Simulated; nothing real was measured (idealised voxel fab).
You're looking at the process module voxel ribs on slabs.
Cross-section cut: width 290 nm, square cells of 5 nm.
A cross-section is a grid of square cells, given in bands from the top down. A band is one or more rows of cells.
Look at the band entry: it leads with the top's height and the bottom's height in nm. Then it lists the materials left to right, with a width in nm for each. The word "all across" on a single material says that material fills the band edge to edge. The word "air" is empty space.
The reference from which all heights are counted is 0, the level beneath which the as-received wafer is entirely one material; the lowest band, having no lower bound, proceeds downward and is written after the example "0..down".
So if you see something like "30..40" for the width, read it as the top row of the band sitting at the first number and the bottom row at the second, with every row in between moving by the same amount as the last.
Key: "stayed the same" - step with no changed cell in the cross-section.
If an empty space has no open way to the top and is at least 8 cells in size, "Fully closed voids" lists it, written width x height at distance, where distance is measured from the left edge and every value is in nm.
Heads up: the bit after the settings on a step's line is the simulator's remark on that step.
overlay nm: on a step with a mask, how far right of its planned place the mask lay; negative means left.
**Intended process steps**
1: op RECEIVE | material Si
2: op DIRECTIONAL_DEP | material SiO2 | thk nm 30
3: op DIRECTIONAL_DEP | material SiN | thk nm 15
4: op DIRECTIONAL_DEP | material aC | thk nm 15
5: op PATTERN | tone cover | mask id RIB | material resist | width nm 15 | thk nm 35 | overlay nm 0
6: op DIRECTIONAL_ETCH | etch materials aC | depth nm 15
7: op STRIP | etch materials resist
8: op DIRECTIONAL_ETCH | etch materials SiN | depth nm 10
9: op STRIP | etch materials aC
10: op DIRECTIONAL_DEP | material aC | thk nm 10
11: op PATTERN | tone cover | mask id SLAB | material resist | width nm 65 | thk nm 30 | overlay nm 0
12: op DIRECTIONAL_ETCH | etch materials aC | depth nm 10
13: op STRIP | etch materials resist
14: op DIRECTIONAL_ETCH | etch materials SiN | depth nm 5
15: op STRIP | etch materials aC
16: op FILL_DEP | material SiO2 | thk nm 25
17: op CMP | height nm 65
18: op DIRECTIONAL_DEP | material TiN | thk nm 10
19: op MASKED_ETCH | tone cover | mask id HEATER | width nm 25 | etch materials TiN | depth nm 10 | overlay nm 0
20: op CONFORMAL_DEP | material SiO2 | thk nm 5
**So, the first of our two wafers, run just as we planned it**
**Cross-section of the wafer at receipt, which is the condition after step 1**
> 0..down = Si all across
> Fully closed voids: none
**Wafer xsec, post step 2**
> 30..0 = SiO2 all across
> Lower than 0, everything is as it was.
**Wafer xsec, post step 3**
> 45..30 = SiN all across
> Lower than 30, everything is as it was.
**Wafer xsec, post step 4**
> 60..45 = aC all across
> Lower than 45, everything is as it was.
**Wafer xsec, post step 5**
> 95..60 = 135 of air, 15 of resist, 140 of air
> Lower than 60, everything is as it was.
**Wafer xsec, post step 6**
> 80..60 = 135 of air, 15 of resist, 140 of air
> 60..45 = 135 of air, 15 of aC, 140 of air
> Lower than 45, everything is as it was.
**Wafer xsec, post step 7**
> 60..45 = 135 of air, 15 of aC, 140 of air
> Lower than 45, everything is as it was.
**Wafer xsec, post step 8**
> 60..45 = 135 of air, 15 of aC, 140 of air
> 45..35 = 135 of air, 15 of SiN, 140 of air
> Lower than 35, everything is as it was.
**Wafer xsec, post step 9**
> 45..35 = 135 of air, 15 of SiN, 140 of air
> Lower than 35, everything is as it was.
**Wafer xsec, post step 10**
> 55..45 = 135 of air, 15 of aC, 140 of air
> 45..35 = 135 of aC, 15 of SiN, 140 of aC
> Lower than 35, everything is as it was.
**Wafer xsec, post step 11**
> 85..55 = 110 of air, 65 of resist, 115 of air
> 55..45 = 110 of air, 25 of resist, 15 of aC, 25 of resist, 115 of air
> Lower than 45, everything is as it was.
**Wafer xsec, post step 12**
> 75..55 = 110 of air, 65 of resist, 115 of air
> 55..45 = 110 of air, 25 of resist, 15 of aC, 25 of resist, 115 of air
> 45..35 = 110 of air, 25 of aC, 15 of SiN, 25 of aC, 115 of air
> Lower than 35, everything is as it was.
**Wafer xsec, post step 13**
> 55..45 = 135 of air, 15 of aC, 140 of air
> Lower than 45, everything is as it was.
**Wafer xsec, post step 14**
> 55..45 = 135 of air, 15 of aC, 140 of air
> 45..35 = 110 of air, 25 of aC, 15 of SiN, 25 of aC, 115 of air
> 35..30 = 110 of air, 65 of SiN, 115 of air
> Lower than 30, everything is as it was.
**Wafer xsec, post step 15**
> 45..35 = 135 of air, 15 of SiN, 140 of air
> Lower than 35, everything is as it was.
**Wafer xsec, post step 16**
> 70..45 = SiO2 all across
> 45..35 = 135 of SiO2, 15 of SiN, 140 of SiO2
> 35..30 = 110 of SiO2, 65 of SiN, 115 of SiO2
> Lower than 30, everything is as it was.
**Wafer xsec, post step 17**
> 65..45 = SiO2 all across
> Lower than 45, everything is as it was.
**Wafer xsec, post step 18**
> 75..65 = TiN all across
> Lower than 65, everything is as it was.
**Wafer xsec, post step 19**
> 75..65 = 130 of air, 25 of TiN, 135 of air
> Lower than 65, everything is as it was.
**Wafer xsec, post step 20**
> 80..75 = 125 of air, 35 of SiO2, 130 of air
> 75..70 = 125 of air, 5 of SiO2, 25 of TiN, 5 of SiO2, 130 of air
> 70..65 = 130 of SiO2, 25 of TiN, 135 of SiO2
> Lower than 65, everything is as it was.
**For the second wafer, take the first wafer's start and plan, then add one mistake made in running it; everything through step 1, that step included, is shared with the first**
**Second wafer profile in section, at the moment step 2 of the plan was meant to be complete**
> 15..0 = SiN all across
> Lower than 0, everything is as it was.
**Second wafer profile in section, at the moment step 3 of the plan was meant to be complete**
> 45..15 = SiO2 all across
> Lower than 15, everything is as it was.
**Second wafer profile in section, at the moment step 4 of the plan was meant to be complete**
> 60..45 = aC all across
> Lower than 45, everything is as it was.
**Second wafer profile in section, at the moment step 5 of the plan was meant to be complete**
> 95..60 = 135 of air, 15 of resist, 140 of air
> Lower than 60, everything is as it was.
**Second wafer profile in section, at the moment step 6 of the plan was meant to be complete**
> 80..60 = 135 of air, 15 of resist, 140 of air
> 60..45 = 135 of air, 15 of aC, 140 of air
> Lower than 45, everything is as it was.
**Second wafer profile in section, at the moment step 7 of the plan was meant to be complete**
> 60..45 = 135 of air, 15 of aC, 140 of air
> Lower than 45, everything is as it was.
Second wafer profile in section, at the moment step 8 of the plan was meant to be complete: stayed the same
**Second wafer profile in section, at the moment step 9 of the plan was meant to be complete**
> 45..15 = SiO2 all across
> Lower than 15, everything is as it was.
**Second wafer profile in section, at the moment step 10 of the plan was meant to be complete**
> 55..45 = aC all across
> Lower than 45, everything is as it was.
**Second wafer profile in section, at the moment step 11 of the plan was meant to be complete**
> 85..55 = 110 of air, 65 of resist, 115 of air
> Lower than 55, everything is as it was.
**Second wafer profile in section, at the moment step 12 of the plan was meant to be complete**
> 75..55 = 110 of air, 65 of resist, 115 of air
> 55..45 = 110 of air, 65 of aC, 115 of air
> Lower than 45, everything is as it was.
**Second wafer profile in section, at the moment step 13 of the plan was meant to be complete**
> 55..45 = 110 of air, 65 of aC, 115 of air
> Lower than 45, everything is as it was.
Second wafer profile in section, at the moment step 14 of the plan was meant to be complete: stayed the same
**Second wafer profile in section, at the moment step 15 of the plan was meant to be complete**
> 45..15 = SiO2 all across
> Lower than 15, everything is as it was.
**Second wafer profile in section, at the moment step 16 of the plan was meant to be complete**
> 70..15 = SiO2 all across
> Lower than 15, everything is as it was.
**Second wafer profile in section, at the moment step 17 of the plan was meant to be complete**
> 65..15 = SiO2 all across
> Lower than 15, everything is as it was.
**Second wafer profile in section, at the moment step 18 of the plan was meant to be complete**
> 75..65 = TiN all across
> Lower than 65, everything is as it was.
**Second wafer profile in section, at the moment step 19 of the plan was meant to be complete**
> 75..65 = 130 of air, 25 of TiN, 135 of air
> Lower than 65, everything is as it was.
**Second wafer profile in section, at the moment step 20 of the plan was meant to be complete**
> 80..75 = 125 of air, 35 of SiO2, 130 of air
> 75..70 = 125 of air, 5 of SiO2, 25 of TiN, 5 of SiO2, 130 of air
> 70..65 = 130 of SiO2, 25 of TiN, 135 of SiO2
> Lower than 65, everything is as it was.
Against the plan, the run slipped here: contrary to the plan, steps 2 and 3 were processed in exchanged order
The closing comparison, in cells, has the second wafer with more or fewer of some materials than the first: +155 SiN | -155 SiO2
